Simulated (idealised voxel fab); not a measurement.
The name of this process module is voxel transistor to metal.
cross-section cut | 140 nm wide | cells 5 nm
For the purposes of this document, a cross-section shall be understood as a grid of square cells, specified as bands listed in top-to-bottom order, each band consisting of one or more rows of cells. Look at the band entry: it leads with the top's height and the bottom's height in nm. Then it lists the materials left to right, with a width in nm for each. The word "throughout" on a single material says that material fills the band edge to edge. The word "empty" is empty space. The reference from which all heights are counted is 0, the level beneath which the as-received wafer is entirely one material; the lowest band, having no lower bound, proceeds downward and is written after the example "0..down". Graded width ("30 to 40"): value in top row of band = first number; value in bottom row = second number; row-to-row change constant. Step marked "remained unchanged"? Then no cell in the cross-section changed in it. Closed empty spaces (no open way to the top) of 8 cells or more are what "Voids, sealed" lists, each as width x height at distance from the left edge, nm for all three. after a step's settings: what the simulator itself notes on the step. "overlay nm" denotes, for a step that has a mask, the displacement of the mask to the right of its planned place, with negative values corresponding to the left.

Planned step list for the process:
- 1: RECEIVE [material Si]
- 2: OXIDIZE [depth nm 5]
- 3: CONFORMAL_DEP [material SiN] [thk nm 15]
- 4: PATTERN [tone cover] [mask id ACTIVE] [material resist] [width nm 100] [thk nm 15] [overlay nm 0]
- 5: DIRECTIONAL_ETCH [etch materials SiN] [depth nm 15]
- 6: DIRECTIONAL_ETCH [etch materials SiO2] [depth nm 5]
- 7: DIRECTIONAL_ETCH [etch materials Si] [depth nm 30]
- 8: STRIP [etch materials resist]
- 9: OXIDIZE [depth nm 5]
- 10: FILL_DEP [material SiO2] [thk nm 10]
- 11: CMP [height nm 15]
- 12: SELECTIVE_ETCH [etch materials SiO2] [depth nm 5]
- 13: STRIP [etch materials SiN]
- 14: SELECTIVE_ETCH [etch materials SiO2] [depth nm 5]
- 15: OXIDIZE [depth nm 5]
- 16: DIRECTIONAL_DEP [material polySi] [thk nm 20]
- 17: DIRECTIONAL_DEP [material SiCN] [thk nm 15]
- 18: DIRECTIONAL_DEP [material aC] [thk nm 15]
- 19: PATTERN [tone cover] [mask id GATE] [material resist] [width nm 20] [thk nm 35] [overlay nm 0]
- 20: DIRECTIONAL_ETCH [etch materials aC] [depth nm 15]
- 21: STRIP [etch materials resist]
- 22: DIRECTIONAL_ETCH [etch materials SiCN] [depth nm 25]
- 23: DIRECTIONAL_ETCH [etch materials polySi] [depth nm 30]
- 24: STRIP [etch materials aC]
- 25: CONFORMAL_DEP [material SiN] [thk nm 10]
- 26: DIRECTIONAL_ETCH [etch materials SiN] [depth nm 10]
- 27: DIRECTIONAL_ETCH [etch materials SiO2] [depth nm 5]
- 28: DIRECTIONAL_ETCH [etch materials Si] [depth nm 15]
- 29: EPI [material nSi] [thk nm 15]
- 30: FILL_DEP [material SiO2] [thk nm 10]
- 31: CMP [height nm 30]
- 32: DIRECTIONAL_DEP [material SiO2] [thk nm 10]
- 33: DIRECTIONAL_DEP [material aC] [thk nm 15]
- 34: PATTERN [tone open] [mask id CONTACT] [material resist] [width nm 25] [pitch nm 55] [thk nm 35] [overlay nm 0]
- 35: DIRECTIONAL_ETCH [etch materials aC] [depth nm 15]
- 36: STRIP [etch materials resist]
- 37: DIRECTIONAL_ETCH [etch materials SiO2] [depth nm 50]
- 38: STRIP [etch materials aC]
- 39: CONFORMAL_DEP [material TiN] [thk nm 5]
- 40: FILL_DEP [material W] [thk nm 10]
- 41: CMP [height nm 40]
- 42: CONFORMAL_DEP [material SiN] [thk nm 5]
- 43: DIRECTIONAL_DEP [material SiO2] [thk nm 25]
- 44: MASKED_ETCH [tone open] [mask id METAL_1] [width nm 15] [pitch nm 65] [etch materials SiO2] [depth nm 25] [overlay nm 0]
- 45: MASKED_ETCH [tone open] [mask id METAL_1] [width nm 15] [pitch nm 65] [etch materials SiN] [depth nm 5] [overlay nm 0]
- 46: CONFORMAL_DEP [material TiN] [thk nm 5]
- 47: FILL_DEP [material Ru] [thk nm 10]
- 48: CMP [height nm 70]
- 49: CONFORMAL_DEP [material SiCN] [thk nm 5]
- 50: DIRECTIONAL_DEP [material lowk] [thk nm 25]
- 51: PATTERN [tone open] [mask id METAL_2] [material resist] [width nm 15] [pitch nm 65] [thk nm 15] [overlay nm 0]
- 52: DIRECTIONAL_ETCH [etch materials lowk] [depth nm 15]
- 53: STRIP [etch materials resist]
- 54: PATTERN [tone open] [mask id METAL_2_HOLES] [material resist] [width nm 15] [pitch nm 65] [thk nm 20] [overlay nm 0]
- 55: DIRECTIONAL_ETCH [etch materials lowk] [depth nm 10]
- 56: DIRECTIONAL_ETCH [etch materials SiCN] [depth nm 5]
- 57: STRIP [etch materials resist]
- 58: CONFORMAL_DEP [material TiN] [thk nm 5]
- 59: FILL_DEP [material Cu] [thk nm 10]
- 60: CMP [height nm 100]
- 61: CONFORMAL_DEP [material SiN] [thk nm 5]

Delivered wafer in cross-section: state after step 1:
- 0..down | Si throughout
- Voids, sealed: none

First of two wafers: cross-section at end of module, run per plan:
- 105..100 | SiN throughout
- 100..75 | lowk 30 nm, TiN 5 nm, Cu 5 nm, TiN 5 nm, lowk 50 nm, TiN 5 nm, Cu 5 nm, TiN 5 nm, lowk 30 nm
- 75..70 | SiCN 30 nm, TiN 15 nm, SiCN 50 nm, TiN 15 nm, SiCN 30 nm
- 70..45 | SiO2 30 nm, TiN 5 nm, Ru 5 nm, TiN 5 nm, SiO2 50 nm, TiN 5 nm, Ru 5 nm, TiN 5 nm, SiO2 30 nm
- 45..40 | SiN 30 nm, TiN 15 nm, SiN 50 nm, TiN 15 nm, SiN 30 nm
- 40..30 | SiO2 30 nm, TiN 5 nm, W 15 to 10 nm, TiN 5 to 10 nm, SiO2 30 nm, TiN 5 to 10 nm, W 15 to 10 nm, TiN 5 nm, SiO2 30 nm
- 30..15 | SiO2 30 nm, TiN 5 nm, W 10 nm, TiN 5 nm, SiN 10 nm, SiCN 20 nm, SiN 10 nm, TiN 5 nm, W 10 nm, TiN 5 nm, SiO2 30 nm
- 15..10 | SiO2 30 nm, TiN 5 nm, W 10 nm, TiN 5 nm, SiN 10 nm, polySi 20 nm, SiN 10 nm, TiN 5 nm, W 10 nm, TiN 5 nm, SiO2 30 nm
- 10..5 | SiO2 30 nm, TiN 20 nm, SiN 10 nm, polySi 20 nm, SiN 10 nm, TiN 20 nm, SiO2 30 nm
- 5..-5 | SiO2 15 nm, SiN 10 nm, SiO2 5 nm, TiN 5 nm, nSi 15 nm, SiN 10 nm, polySi 20 nm, SiN 10 nm, nSi 15 nm, TiN 5 nm, SiO2 5 nm, SiN 10 nm, SiO2 15 nm
- -5..-10 | SiO2 30 nm, TiN 5 nm, nSi 15 nm, SiO2 40 nm, nSi 15 nm, TiN 5 nm, SiO2 30 nm
- -10..-25 | SiO2 25 nm, nSi 25 nm, Si 40 nm, nSi 25 nm, SiO2 25 nm
- -25..-40 | SiO2 25 nm, Si 90 nm, SiO2 25 nm
- -40..down | Si throughout
- Voids, sealed: none

Wafer two, sectioned after the module: the first wafer's start, the first wafer's plan, and one mistake in how it was run:
- 105..100 | SiN throughout
- 100..95 | Cu throughout
- 95..90 | TiN 35 nm, Cu 5 nm, TiN 60 nm, Cu 5 nm, TiN 35 nm
- 90..85 | lowk 30 nm, TiN 15 nm, lowk 50 nm, TiN 15 nm, lowk 30 nm
- 85..75 | lowk throughout
- 75..70 | SiCN throughout
- 70..45 | SiO2 30 nm, TiN 5 nm, Ru 5 nm, TiN 5 nm, SiO2 50 nm, TiN 5 nm, Ru 5 nm, TiN 5 nm, SiO2 30 nm
- 45..40 | SiN 30 nm, TiN 15 nm, SiN 50 nm, TiN 15 nm, SiN 30 nm
- 40..30 | SiO2 30 nm, TiN 5 nm, W 15 to 10 nm, TiN 5 to 10 nm, SiO2 30 nm, TiN 5 to 10 nm, W 15 to 10 nm, TiN 5 nm, SiO2 30 nm
- 30..15 | SiO2 30 nm, TiN 5 nm, W 10 nm, TiN 5 nm, SiN 10 nm, SiCN 20 nm, SiN 10 nm, TiN 5 nm, W 10 nm, TiN 5 nm, SiO2 30 nm
- 15..10 | SiO2 30 nm, TiN 5 nm, W 10 nm, TiN 5 nm, SiN 10 nm, polySi 20 nm, SiN 10 nm, TiN 5 nm, W 10 nm, TiN 5 nm, SiO2 30 nm
- 10..5 | SiO2 30 nm, TiN 20 nm, SiN 10 nm, polySi 20 nm, SiN 10 nm, TiN 20 nm, SiO2 30 nm
- 5..-5 | SiO2 15 nm, SiN 10 nm, SiO2 5 nm, TiN 5 nm, nSi 15 nm, SiN 10 nm, polySi 20 nm, SiN 10 nm, nSi 15 nm, TiN 5 nm, SiO2 5 nm, SiN 10 nm, SiO2 15 nm
- -5..-10 | SiO2 30 nm, TiN 5 nm, nSi 15 nm, SiO2 40 nm, nSi 15 nm, TiN 5 nm, SiO2 30 nm
- -10..-25 | SiO2 25 nm, nSi 25 nm, Si 40 nm, nSi 25 nm, SiO2 25 nm
- -25..-40 | SiO2 25 nm, Si 90 nm, SiO2 25 nm
- -40..down | Si throughout
- Voids, sealed: none
Short version of what went wrong: the process deviated at step 54: the operation and settings actually run there were PATTERN [tone cover] [mask id METAL_2_HOLES] [material resist] [width nm 15] [pitch nm 65] [thk nm 20] [overlay nm 0]
End of process, cell counts, second wafer against first, materials with more or fewer: +20 Cu; +6 SiCN; +6 TiN; -32 lowk
